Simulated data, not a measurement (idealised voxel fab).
Documented hereafter: the process module known as voxel wiring stack.
295 nm wide, 5 nm square cells: that's cross-section cut.
The cross-sections in this document take the form of a grid made of square cells. They are written out as bands, in order from top to bottom. Each band consists of one or more rows of cells.
Look at the band entry: it leads with the top's height and the bottom's height in nm. Then it lists the materials left to right, with a width in nm for each. The word "full width" on a single material says that material fills the band edge to edge. The word "air" is empty space.
Heads up on the height convention: 0 is the point under which the incoming wafer is all one material, and the lowest band has no bottom, it just keeps going down, like "z 0 and below".
It should be noted that a width expressed as "30 to 40" varies in equal increments from row to row of cells within the band, taking the value of the first number at the top row and that of the second number at the bottom row.
Take "no alteration" at face value: in the step it is given for, the cross-section changed in none of its cells.
In "Trapped voids" the enclosed voids are listed, meaning empty spaces of 8 cells or larger without any opening to the top. The form is width x height at distance, distance from the left edge, units nm.
It should be noted that, on the line of a given step, the content following the step's settings is a remark produced by the simulator itself with respect to that step.
overlay nm: right-of-plan distance of the mask on a masked step; negative values mean left-of-plan.

The following list gives the planned process steps:
1 RECEIVE,material Si
2 CONFORMAL_DEP,material SiO2,thk nm 10
3 DIRECTIONAL_DEP,material TiN,thk nm 5
4 DIRECTIONAL_DEP,material Ru,thk nm 20
5 MASKED_ETCH,tone cover,mask id METAL_1,width nm 30,pitch nm 50,etch materials Ru,depth nm 20,overlay nm 0
6 MASKED_ETCH,tone cover,mask id METAL_1,width nm 30,pitch nm 50,etch materials TiN,depth nm 5,overlay nm 0
7 FILL_DEP,material SiO2,thk nm 5
8 CMP,height nm 35
9 CONFORMAL_DEP,material SiCN,thk nm 5
10 DIRECTIONAL_DEP,material lowk,thk nm 25
11 MASKED_ETCH,tone open,mask id METAL_2_HOLES,width nm 15,pitch nm 50,etch materials lowk,depth nm 25,overlay nm 0
12 MASKED_ETCH,tone open,mask id METAL_2,width nm 30,pitch nm 50,etch materials lowk,depth nm 15,overlay nm 0
13 MASKED_ETCH,tone open,mask id METAL_2,width nm 30,pitch nm 50,etch materials SiCN,depth nm 5,overlay nm 0
14 CONFORMAL_DEP,material TiN,thk nm 5
15 FILL_DEP,material Ru,thk nm 5
16 CMP,height nm 65
17 CONFORMAL_DEP,material SiCN,thk nm 5
18 DIRECTIONAL_DEP,material SiO2,thk nm 10
19 MASKED_ETCH,tone open,mask id PLUG_2,width nm 15,pitch nm 100,etch materials SiO2,depth nm 10,overlay nm 0
20 MASKED_ETCH,tone open,mask id PLUG_2,width nm 15,pitch nm 100,etch materials SiCN,depth nm 5,overlay nm 0
21 EPI,material Ru,thk nm 10
22 EPI,material Ru,thk nm 5
23 DIRECTIONAL_DEP,material TiN,thk nm 5
24 DIRECTIONAL_DEP,material W,thk nm 25
25 MASKED_ETCH,tone cover,mask id METAL_3,width nm 30,pitch nm 50,etch materials W,depth nm 25,overlay nm 0
26 MASKED_ETCH,tone cover,mask id METAL_3,width nm 30,pitch nm 50,etch materials TiN,depth nm 5,overlay nm 0
27 CONFORMAL_DEP,material SiCN,thk nm 5
28 FILL_DEP,material lowk,thk nm 5
29 CMP,height nm 110
30 CONFORMAL_DEP,material SiCN,thk nm 5
31 DIRECTIONAL_DEP,material SiO2,thk nm 25
32 DIRECTIONAL_DEP,material aC,thk nm 10
33 PATTERN,tone open,mask id METAL_4,material resist,width nm 30,pitch nm 50,thk nm 25,overlay nm 0
34 DIRECTIONAL_ETCH,etch materials aC,depth nm 10
35 STRIP,etch materials resist
36 DIRECTIONAL_ETCH,etch materials SiO2,depth nm 15
37 STRIP,etch materials aC
38 MASKED_ETCH,tone open,mask id METAL_4_HOLES,width nm 15,pitch nm 50,etch materials SiO2,depth nm 10,overlay nm 0
39 MASKED_ETCH,tone open,mask id METAL_4_HOLES,width nm 15,pitch nm 50,etch materials SiCN,depth nm 5,overlay nm 0
40 CONFORMAL_DEP,material TiN,thk nm 5
41 FILL_DEP,material Cu,thk nm 10
42 CMP,height nm 140
43 CONFORMAL_DEP,material SiN,thk nm 5

Account of the first of two wafers, which was processed as intended:

This is the cross-section of the wafer as we received it, i.e. after step 1:
  z 0 and below: Si full width
  Trapped voids: none

Cross-section of the wafer after step 2:
  z 10 to 0: SiO2 full width
  Rest of section, below 0: as before.

Cross-section of the wafer after step 3:
  z 15 to 10: TiN full width
  Rest of section, below 10: as before.

Cross-section of the wafer after step 4:
  z 35 to 15: Ru full width
  Rest of section, below 15: as before.

Cross-section of the wafer after step 5:
  z 35 to 15: 55 of air  30 of Ru  20 of air  30 of Ru  20 of air  30 of Ru  20 of air  30 of Ru  60 of air
  Rest of section, below 15: as before.

Cross-section of the wafer after step 6:
  z 35 to 15: 55 of air  30 of Ru  20 of air  30 of Ru  20 of air  30 of Ru  20 of air  30 of Ru  60 of air
  z 15 to 10: 55 of air  30 of TiN  20 of air  30 of TiN  20 of air  30 of TiN  20 of air  30 of TiN  60 of air
  Rest of section, below 10: as before.

Cross-section of the wafer after step 7:
  z 40 to 35: SiO2 full width
  z 35 to 15: 55 of SiO2  30 of Ru  20 of SiO2  30 of Ru  20 of SiO2  30 of Ru  20 of SiO2  30 of Ru  60 of SiO2
  z 15 to 10: 55 of SiO2  30 of TiN  20 of SiO2  30 of TiN  20 of SiO2  30 of TiN  20 of SiO2  30 of TiN  60 of SiO2
  Rest of section, below 10: as before.

Cross-section of the wafer after step 8:
  z 35 to 15: 55 of SiO2  30 of Ru  20 of SiO2  30 of Ru  20 of SiO2  30 of Ru  20 of SiO2  30 of Ru  60 of SiO2
  Rest of section, below 15: as before.

Cross-section of the wafer after step 9:
  z 40 to 35: SiCN full width
  Rest of section, below 35: as before.

Cross-section of the wafer after step 10:
  z 65 to 40: lowk full width
  Rest of section, below 40: as before.

Cross-section of the wafer after step 11:
  z 65 to 40: 55 of lowk  15 of air  35 of lowk  15 of air  35 of lowk  15 of air  35 of lowk  15 of air  75 of lowk
  Rest of section, below 40: as before.

Cross-section of the wafer after step 12:
  z 65 to 50: 55 of lowk  30 of air  20 of lowk  30 of air  20 of lowk  30 of air  20 of lowk  30 of air  60 of lowk
  Rest of section, below 50: as before.

Cross-section of the wafer after step 13:
  z 65 to 50: 55 of lowk  30 of air  20 of lowk  30 of air  20 of lowk  30 of air  20 of lowk  30 of air  60 of lowk
  z 50 to 40: 55 of lowk  15 of air  35 of lowk  15 of air  35 of lowk  15 of air  35 of lowk  15 of air  75 of lowk
  z 40 to 35: 55 of SiCN  15 of air  35 of SiCN  15 of air  35 of SiCN  15 of air  35 of SiCN  15 of air  75 of SiCN
  Rest of section, below 35: as before.

Cross-section of the wafer after step 14:
  z 70 to 65: 60 of TiN  20 of air  30 of TiN  20 of air  30 of TiN  20 of air  30 of TiN  20 of air  65 of TiN
  z 65 to 55: 55 of lowk  5 of TiN  20 of air  5 of TiN  20 of lowk  5 of TiN  20 of air  5 of TiN  20 of lowk  5 of TiN  20 of air  5 of TiN  20 of lowk  5 of TiN  20 of air  5 of TiN  60 of lowk
  z 55 to 50: 55 of lowk  5 of TiN  5 of air  20 of TiN  20 of lowk  5 of TiN  5 of air  20 of TiN  20 of lowk  5 of TiN  5 of air  20 of TiN  20 of lowk  5 of TiN  5 of air  20 of TiN  60 of lowk
  z 50 to 40: 55 of lowk  5 of TiN  5 of air  5 of TiN  35 of lowk  5 of TiN  5 of air  5 of TiN  35 of lowk  5 of TiN  5 of air  5 of TiN  35 of lowk  5 of TiN  5 of air  5 of TiN  75 of lowk
  z 40 to 35: 55 of SiCN  15 of TiN  35 of SiCN  15 of TiN  35 of SiCN  15 of TiN  35 of SiCN  15 of TiN  75 of SiCN
  Rest of section, below 35: as before.

Cross-section of the wafer after step 15:
  z 75 to 70: Ru full width
  z 70 to 65: 60 of TiN  20 of Ru  30 of TiN  20 of Ru  30 of TiN  20 of Ru  30 of TiN  20 of Ru  65 of TiN
  z 65 to 55: 55 of lowk  5 of TiN  20 of Ru  5 of TiN  20 of lowk  5 of TiN  20 of Ru  5 of TiN  20 of lowk  5 of TiN  20 of Ru  5 of TiN  20 of lowk  5 of TiN  20 of Ru  5 of TiN  60 of lowk
  z 55 to 50: 55 of lowk  5 of TiN  5 of Ru  20 of TiN  20 of lowk  5 of TiN  5 of Ru  20 of TiN  20 of lowk  5 of TiN  5 of Ru  20 of TiN  20 of lowk  5 of TiN  5 of Ru  20 of TiN  60 of lowk
  z 50 to 40: 55 of lowk  5 of TiN  5 of Ru  5 of TiN  35 of lowk  5 of TiN  5 of Ru  5 of TiN  35 of lowk  5 of TiN  5 of Ru  5 of TiN  35 of lowk  5 of TiN  5 of Ru  5 of TiN  75 of lowk
  Rest of section, below 40: as before.

Cross-section of the wafer after step 16:
  z 65 to 55: 55 of lowk  5 of TiN  20 of Ru  5 of TiN  20 of lowk  5 of TiN  20 of Ru  5 of TiN  20 of lowk  5 of TiN  20 of Ru  5 of TiN  20 of lowk  5 of TiN  20 of Ru  5 of TiN  60 of lowk
  Rest of section, below 55: as before.

Cross-section of the wafer after step 17:
  z 70 to 65: SiCN full width
  Rest of section, below 65: as before.

Cross-section of the wafer after step 18:
  z 80 to 70: SiO2 full width
  Rest of section, below 70: as before.

Cross-section of the wafer after step 19:
  z 80 to 70: 55 of SiO2  15 of air  85 of SiO2  15 of air  125 of SiO2
  Rest of section, below 70: as before.

Cross-section of the wafer after step 20:
  z 80 to 70: 55 of SiO2  15 of air  85 of SiO2  15 of air  125 of SiO2
  z 70 to 65: 55 of SiCN  15 of air  85 of SiCN  15 of air  125 of SiCN
  Rest of section, below 65: as before.

Cross-section of the wafer after step 21:
  z 80 to 75: 55 of SiO2  15 of air  85 of SiO2  15 of air  125 of SiO2
  z 75 to 70: 55 of SiO2  15 of Ru  85 of SiO2  15 of Ru  125 of SiO2
  z 70 to 65: 55 of SiCN  15 of Ru  85 of SiCN  15 of Ru  125 of SiCN
  Rest of section, below 65: as before.

Cross-section of the wafer after step 22:
  z 80 to 70: 55 of SiO2  15 of Ru  85 of SiO2  15 of Ru  125 of SiO2
  Rest of section, below 70: as before.

Cross-section of the wafer after step 23:
  z 85 to 80: TiN full width
  Rest of section, below 80: as before.

Cross-section of the wafer after step 24:
  z 110 to 85: W full width
  Rest of section, below 85: as before.

Cross-section of the wafer after step 25:
  z 110 to 85: 55 of air  30 of W  20 of air  30 of W  20 of air  30 of W  20 of air  30 of W  60 of air
  Rest of section, below 85: as before.

Cross-section of the wafer after step 26:
  z 110 to 85: 55 of air  30 of W  20 of air  30 of W  20 of air  30 of W  20 of air  30 of W  60 of air
  z 85 to 80: 55 of air  30 of TiN  20 of air  30 of TiN  20 of air  30 of TiN  20 of air  30 of TiN  60 of air
  Rest of section, below 80: as before.

Cross-section of the wafer after step 27:
  z 115 to 110: 50 of air  40 of SiCN  10 of air  40 of SiCN  10 of air  40 of SiCN  10 of air  40 of SiCN  55 of air
  z 110 to 85: 50 of air  5 of SiCN  30 of W  5 of SiCN  10 of air  5 of SiCN  30 of W  5 of SiCN  10 of air  5 of SiCN  30 of W  5 of SiCN  10 of air  5 of SiCN  30 of W  5 of SiCN  55 of air
  z 85 to 80: 55 of SiCN  30 of TiN  20 of SiCN  30 of TiN  20 of SiCN  30 of TiN  20 of SiCN  30 of TiN  60 of SiCN
  Rest of section, below 80: as before.

Cross-section of the wafer after step 28:
  z 120 to 115: lowk full width
  z 115 to 110: 50 of lowk  40 of SiCN  10 of lowk  40 of SiCN  10 of lowk  40 of SiCN  10 of lowk  40 of SiCN  55 of lowk
  z 110 to 85: 50 of lowk  5 of SiCN  30 of W  5 of SiCN  10 of lowk  5 of SiCN  30 of W  5 of SiCN  10 of lowk  5 of SiCN  30 of W  5 of SiCN  10 of lowk  5 of SiCN  30 of W  5 of SiCN  55 of lowk
  Rest of section, below 85: as before.

Cross-section of the wafer after step 29:
  z 110 to 85: 50 of lowk  5 of SiCN  30 of W  5 of SiCN  10 of lowk  5 of SiCN  30 of W  5 of SiCN  10 of lowk  5 of SiCN  30 of W  5 of SiCN  10 of lowk  5 of SiCN  30 of W  5 of SiCN  55 of lowk
  Rest of section, below 85: as before.

Cross-section of the wafer after step 30:
  z 115 to 110: SiCN full width
  Rest of section, below 110: as before.

Cross-section of the wafer after step 31:
  z 140 to 115: SiO2 full width
  Rest of section, below 115: as before.

Cross-section of the wafer after step 32:
  z 150 to 140: aC full width
  Rest of section, below 140: as before.

Cross-section of the wafer after step 33:
  z 175 to 150: 55 of resist  30 of air  20 of resist  30 of air  20 of resist  30 of air  20 of resist  30 of air  60 of resist
  Rest of section, below 150: as before.

Cross-section of the wafer after step 34:
  z 165 to 150: 55 of resist  30 of air  20 of resist  30 of air  20 of resist  30 of air  20 of resist  30 of air  60 of resist
  z 150 to 140: 55 of aC  30 of air  20 of aC  30 of air  20 of aC  30 of air  20 of aC  30 of air  60 of aC
  Rest of section, below 140: as before.

Cross-section of the wafer after step 35:
  z 150 to 140: 55 of aC  30 of air  20 of aC  30 of air  20 of aC  30 of air  20 of aC  30 of air  60 of aC
  Rest of section, below 140: as before.

Cross-section of the wafer after step 36:
  z 150 to 140: 55 of aC  30 of air  20 of aC  30 of air  20 of aC  30 of air  20 of aC  30 of air  60 of aC
  z 140 to 125: 55 of SiO2  30 of air  20 of SiO2  30 of air  20 of SiO2  30 of air  20 of SiO2  30 of air  60 of SiO2
  Rest of section, below 125: as before.

Cross-section of the wafer after step 37:
  z 140 to 125: 55 of SiO2  30 of air  20 of SiO2  30 of air  20 of SiO2  30 of air  20 of SiO2  30 of air  60 of SiO2
  Rest of section, below 125: as before.

Cross-section of the wafer after step 38:
  z 140 to 125: 55 of SiO2  30 of air  20 of SiO2  30 of air  20 of SiO2  30 of air  20 of SiO2  30 of air  60 of SiO2
  z 125 to 115: 55 of SiO2  15 of air  35 of SiO2  15 of air  35 of SiO2  15 of air  35 of SiO2  15 of air  75 of SiO2
  Rest of section, below 115: as before.

Cross-section of the wafer after step 39:
  z 140 to 125: 55 of SiO2  30 of air  20 of SiO2  30 of air  20 of SiO2  30 of air  20 of SiO2  30 of air  60 of SiO2
  z 125 to 115: 55 of SiO2  15 of air  35 of SiO2  15 of air  35 of SiO2  15 of air  35 of SiO2  15 of air  75 of SiO2
  z 115 to 110: 55 of SiCN  15 of air  35 of SiCN  15 of air  35 of SiCN  15 of air  35 of SiCN  15 of air  75 of SiCN
  Rest of section, below 110: as before.

Cross-section of the wafer after step 40:
  z 145 to 140: 60 of TiN  20 of air  30 of TiN  20 of air  30 of TiN  20 of air  30 of TiN  20 of air  65 of TiN
  z 140 to 130: 55 of SiO2  5 of TiN  20 of air  5 of TiN  20 of SiO2  5 of TiN  20 of air  5 of TiN  20 of SiO2  5 of TiN  20 of air  5 of TiN  20 of SiO2  5 of TiN  20 of air  5 of TiN  60 of SiO2
  z 130 to 125: 55 of SiO2  5 of TiN  5 of air  20 of TiN  20 of SiO2  5 of TiN  5 of air  20 of TiN  20 of SiO2  5 of TiN  5 of air  20 of TiN  20 of SiO2  5 of TiN  5 of air  20 of TiN  60 of SiO2
  z 125 to 115: 55 of SiO2  5 of TiN  5 of air  5 of TiN  35 of SiO2  5 of TiN  5 of air  5 of TiN  35 of SiO2  5 of TiN  5 of air  5 of TiN  35 of SiO2  5 of TiN  5 of air  5 of TiN  75 of SiO2
  z 115 to 110: 55 of SiCN  15 of TiN  35 of SiCN  15 of TiN  35 of SiCN  15 of TiN  35 of SiCN  15 of TiN  75 of SiCN
  Rest of section, below 110: as before.

Cross-section of the wafer after step 41:
  z 155 to 145: Cu full width
  z 145 to 140: 60 of TiN  20 of Cu  30 of TiN  20 of Cu  30 of TiN  20 of Cu  30 of TiN  20 of Cu  65 of TiN
  z 140 to 130: 55 of SiO2  5 of TiN  20 of Cu  5 of TiN  20 of SiO2  5 of TiN  20 of Cu  5 of TiN  20 of SiO2  5 of TiN  20 of Cu  5 of TiN  20 of SiO2  5 of TiN  20 of Cu  5 of TiN  60 of SiO2
  z 130 to 125: 55 of SiO2  5 of TiN  5 of Cu  20 of TiN  20 of SiO2  5 of TiN  5 of Cu  20 of TiN  20 of SiO2  5 of TiN  5 of Cu  20 of TiN  20 of SiO2  5 of TiN  5 of Cu  20 of TiN  60 of SiO2
  z 125 to 115: 55 of SiO2  5 of TiN  5 of Cu  5 of TiN  35 of SiO2  5 of TiN  5 of Cu  5 of TiN  35 of SiO2  5 of TiN  5 of Cu  5 of TiN  35 of SiO2  5 of TiN  5 of Cu  5 of TiN  75 of SiO2
  Rest of section, below 115: as before.

Cross-section of the wafer after step 42:
  z 140 to 130: 55 of SiO2  5 of TiN  20 of Cu  5 of TiN  20 of SiO2  5 of TiN  20 of Cu  5 of TiN  20 of SiO2  5 of TiN  20 of Cu  5 of TiN  20 of SiO2  5 of TiN  20 of Cu  5 of TiN  60 of SiO2
  Rest of section, below 130: as before.

Cross-section of the wafer after step 43:
  z 145 to 140: SiN full width
  Rest of section, below 140: as before.

Wafer two of two - same starting point, same process plan, one mistake in execution; matches wafer one up to and including step 15:

Second wafer, cut view, end of step 16 per plan:
  z 55 to 50: 55 of lowk  5 of TiN  5 of Ru  20 of TiN  20 of lowk  5 of TiN  5 of Ru  20 of TiN  20 of lowk  5 of TiN  5 of Ru  20 of TiN  20 of lowk  5 of TiN  5 of Ru  20 of TiN  60 of lowk
  Rest of section, below 50: as before.

Second wafer, cut view, end of step 17 per plan:
  z 60 to 55: SiCN full width
  Rest of section, below 55: as before.

Second wafer, cut view, end of step 18 per plan:
  z 70 to 60: SiO2 full width
  Rest of section, below 60: as before.

Second wafer, cut view, end of step 19 per plan:
  z 70 to 60: 55 of SiO2  15 of air  85 of SiO2  15 of air  125 of SiO2
  Rest of section, below 60: as before.

Second wafer, cut view, end of step 20 per plan:
  z 70 to 60: 55 of SiO2  15 of air  85 of SiO2  15 of air  125 of SiO2
  z 60 to 55: 55 of SiCN  15 of air  85 of SiCN  15 of air  125 of SiCN
  Rest of section, below 55: as before.

Second wafer, cut view, end of step 21 per plan:
  z 70 to 65: 55 of SiO2  15 of air  85 of SiO2  15 of air  125 of SiO2
  z 65 to 60: 55 of SiO2  15 of Ru  85 of SiO2  15 of Ru  125 of SiO2
  z 60 to 55: 55 of SiCN  15 of Ru  85 of SiCN  15 of Ru  125 of SiCN
  Rest of section, below 55: as before.

Second wafer, cut view, end of step 22 per plan:
  z 70 to 60: 55 of SiO2  15 of Ru  85 of SiO2  15 of Ru  125 of SiO2
  Rest of section, below 60: as before.

Second wafer, cut view, end of step 23 per plan:
  z 75 to 70: TiN full width
  Rest of section, below 70: as before.

Second wafer, cut view, end of step 24 per plan:
  z 100 to 75: W full width
  Rest of section, below 75: as before.

Second wafer, cut view, end of step 25 per plan:
  z 100 to 75: 55 of air  30 of W  20 of air  30 of W  20 of air  30 of W  20 of air  30 of W  60 of air
  Rest of section, below 75: as before.

Second wafer, cut view, end of step 26 per plan:
  z 100 to 75: 55 of air  30 of W  20 of air  30 of W  20 of air  30 of W  20 of air  30 of W  60 of air
  z 75 to 70: 55 of air  30 of TiN  20 of air  30 of TiN  20 of air  30 of TiN  20 of air  30 of TiN  60 of air
  Rest of section, below 70: as before.

Second wafer, cut view, end of step 27 per plan:
  z 105 to 100: 50 of air  40 of SiCN  10 of air  40 of SiCN  10 of air  40 of SiCN  10 of air  40 of SiCN  55 of air
  z 100 to 75: 50 of air  5 of SiCN  30 of W  5 of SiCN  10 of air  5 of SiCN  30 of W  5 of SiCN  10 of air  5 of SiCN  30 of W  5 of SiCN  10 of air  5 of SiCN  30 of W  5 of SiCN  55 of air
  z 75 to 70: 55 of SiCN  30 of TiN  20 of SiCN  30 of TiN  20 of SiCN  30 of TiN  20 of SiCN  30 of TiN  60 of SiCN
  Rest of section, below 70: as before.

Second wafer, cut view, end of step 28 per plan:
  z 110 to 105: lowk full width
  z 105 to 100: 50 of lowk  40 of SiCN  10 of lowk  40 of SiCN  10 of lowk  40 of SiCN  10 of lowk  40 of SiCN  55 of lowk
  z 100 to 75: 50 of lowk  5 of SiCN  30 of W  5 of SiCN  10 of lowk  5 of SiCN  30 of W  5 of SiCN  10 of lowk  5 of SiCN  30 of W  5 of SiCN  10 of lowk  5 of SiCN  30 of W  5 of SiCN  55 of lowk
  Rest of section, below 75: as before.

Second wafer, cut view, end of step 29 per plan: no alteration

Second wafer, cut view, end of step 30 per plan:
  z 115 to 110: SiCN full width
  Rest of section, below 110: as before.

Second wafer, cut view, end of step 31 per plan:
  z 140 to 115: SiO2 full width
  Rest of section, below 115: as before.

Second wafer, cut view, end of step 32 per plan:
  z 150 to 140: aC full width
  Rest of section, below 140: as before.

Second wafer, cut view, end of step 33 per plan:
  z 175 to 150: 55 of resist  30 of air  20 of resist  30 of air  20 of resist  30 of air  20 of resist  30 of air  60 of resist
  Rest of section, below 150: as before.

Second wafer, cut view, end of step 34 per plan:
  z 165 to 150: 55 of resist  30 of air  20 of resist  30 of air  20 of resist  30 of air  20 of resist  30 of air  60 of resist
  z 150 to 140: 55 of aC  30 of air  20 of aC  30 of air  20 of aC  30 of air  20 of aC  30 of air  60 of aC
  Rest of section, below 140: as before.

Second wafer, cut view, end of step 35 per plan:
  z 150 to 140: 55 of aC  30 of air  20 of aC  30 of air  20 of aC  30 of air  20 of aC  30 of air  60 of aC
  Rest of section, below 140: as before.

Second wafer, cut view, end of step 36 per plan:
  z 150 to 140: 55 of aC  30 of air  20 of aC  30 of air  20 of aC  30 of air  20 of aC  30 of air  60 of aC
  z 140 to 125: 55 of SiO2  30 of air  20 of SiO2  30 of air  20 of SiO2  30 of air  20 of SiO2  30 of air  60 of SiO2
  Rest of section, below 125: as before.

Second wafer, cut view, end of step 37 per plan:
  z 140 to 125: 55 of SiO2  30 of air  20 of SiO2  30 of air  20 of SiO2  30 of air  20 of SiO2  30 of air  60 of SiO2
  Rest of section, below 125: as before.

Second wafer, cut view, end of step 38 per plan:
  z 140 to 125: 55 of SiO2  30 of air  20 of SiO2  30 of air  20 of SiO2  30 of air  20 of SiO2  30 of air  60 of SiO2
  z 125 to 115: 55 of SiO2  15 of air  35 of SiO2  15 of air  35 of SiO2  15 of air  35 of SiO2  15 of air  75 of SiO2
  Rest of section, below 115: as before.

Second wafer, cut view, end of step 39 per plan:
  z 140 to 125: 55 of SiO2  30 of air  20 of SiO2  30 of air  20 of SiO2  30 of air  20 of SiO2  30 of air  60 of SiO2
  z 125 to 115: 55 of SiO2  15 of air  35 of SiO2  15 of air  35 of SiO2  15 of air  35 of SiO2  15 of air  75 of SiO2
  z 115 to 110: 55 of SiCN  15 of air  35 of SiCN  15 of air  35 of SiCN  15 of air  35 of SiCN  15 of air  75 of SiCN
  Rest of section, below 110: as before.

Second wafer, cut view, end of step 40 per plan:
  z 145 to 140: 60 of TiN  20 of air  30 of TiN  20 of air  30 of TiN  20 of air  30 of TiN  20 of air  65 of TiN
  z 140 to 130: 55 of SiO2  5 of TiN  20 of air  5 of TiN  20 of SiO2  5 of TiN  20 of air  5 of TiN  20 of SiO2  5 of TiN  20 of air  5 of TiN  20 of SiO2  5 of TiN  20 of air  5 of TiN  60 of SiO2
  z 130 to 125: 55 of SiO2  5 of TiN  5 of air  20 of TiN  20 of SiO2  5 of TiN  5 of air  20 of TiN  20 of SiO2  5 of TiN  5 of air  20 of TiN  20 of SiO2  5 of TiN  5 of air  20 of TiN  60 of SiO2
  z 125 to 115: 55 of SiO2  5 of TiN  5 of air  5 of TiN  35 of SiO2  5 of TiN  5 of air  5 of TiN  35 of SiO2  5 of TiN  5 of air  5 of TiN  35 of SiO2  5 of TiN  5 of air  5 of TiN  75 of SiO2
  z 115 to 110: 55 of SiCN  15 of TiN  35 of SiCN  15 of TiN  35 of SiCN  15 of TiN  35 of SiCN  15 of TiN  75 of SiCN
  Rest of section, below 110: as before.

Second wafer, cut view, end of step 41 per plan:
  z 155 to 145: Cu full width
  z 145 to 140: 60 of TiN  20 of Cu  30 of TiN  20 of Cu  30 of TiN  20 of Cu  30 of TiN  20 of Cu  65 of TiN
  z 140 to 130: 55 of SiO2  5 of TiN  20 of Cu  5 of TiN  20 of SiO2  5 of TiN  20 of Cu  5 of TiN  20 of SiO2  5 of TiN  20 of Cu  5 of TiN  20 of SiO2  5 of TiN  20 of Cu  5 of TiN  60 of SiO2
  z 130 to 125: 55 of SiO2  5 of TiN  5 of Cu  20 of TiN  20 of SiO2  5 of TiN  5 of Cu  20 of TiN  20 of SiO2  5 of TiN  5 of Cu  20 of TiN  20 of SiO2  5 of TiN  5 of Cu  20 of TiN  60 of SiO2
  z 125 to 115: 55 of SiO2  5 of TiN  5 of Cu  5 of TiN  35 of SiO2  5 of TiN  5 of Cu  5 of TiN  35 of SiO2  5 of TiN  5 of Cu  5 of TiN  35 of SiO2  5 of TiN  5 of Cu  5 of TiN  75 of SiO2
  Rest of section, below 115: as before.

Second wafer, cut view, end of step 42 per plan:
  z 140 to 130: 55 of SiO2  5 of TiN  20 of Cu  5 of TiN  20 of SiO2  5 of TiN  20 of Cu  5 of TiN  20 of SiO2  5 of TiN  20 of Cu  5 of TiN  20 of SiO2  5 of TiN  20 of Cu  5 of TiN  60 of SiO2
  Rest of section, below 130: as before.

Second wafer, cut view, end of step 43 per plan:
  z 145 to 140: SiN full width
  Rest of section, below 140: as before.
what went wrong: rather than as planned, step 16 actually ran as CMP,height nm 55
The second wafer ends with more or fewer cells of some materials than the first, per final count: -32 Ru; +32 SiCN; -16 TiN; +16 lowk
